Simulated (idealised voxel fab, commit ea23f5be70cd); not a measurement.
process module | voxel double patterning
cross-section cut | 245 nm wide | cells 5 nm
A cross-section is a grid of square cells, given in bands from the top down. A band is one or more rows of cells.
Each band's line starts with the height of the band's top and of its bottom, in nm. Then come its materials from left to right, each with its width in nm. One material with "throughout" fills the band from edge to edge. "air" is empty space.
Height 0 is the level under which the wafer as received is all one material. The lowest band goes on downwards, as in "0 down".
A width such as "30 to 40" changes by the same amount from each row of cells to the next, from the band's top row to its bottom row.
"no change" after a step means that no cell of the cross-section changed.
closed voids: empty space of 8 cells or more with no open way to the top, each as width x height at its distance from the left edge, in nm
after a step's settings: what the simulator itself notes on the step
overlay nm, on a step with a mask: how far to the right of its planned place the mask lay; to the left if negative
plan
1 op RECEIVE | material Si
2 op CONFORMAL_DEP | material SiO2 | thk nm 10
3 op DIRECTIONAL_DEP | material W | thk nm 15
4 op DIRECTIONAL_DEP | material SiN | thk nm 5
5 op PATTERN | tone open | mask id FIRST | material resist | width nm 15 | pitch nm 50 | thk nm 20 | overlay nm 0
6 op DIRECTIONAL_ETCH | etch materials SiN | depth nm 5
7 op STRIP | etch materials resist
8 op MASKED_ETCH | tone open | mask id SECOND | width nm 15 | etch materials SiN | depth nm 5 | overlay nm 0
9 op DIRECTIONAL_ETCH | etch materials W | depth nm 15
10 op STRIP | etch materials SiN
as received, after step 1
  0 down: Si throughout
  closed voids: none
a wafer at the end: this start, this plan, one mistake
  30 to 15: W 90 | air 15 | W 10 | air 15 | W 10 | air 15 | W 90
  15 to 10: W throughout
  10 to 0: SiO2 throughout
  0 down: Si throughout
  closed voids: none
what went wrong: step 3 ran as: op DIRECTIONAL_DEP | material W | thk nm 20
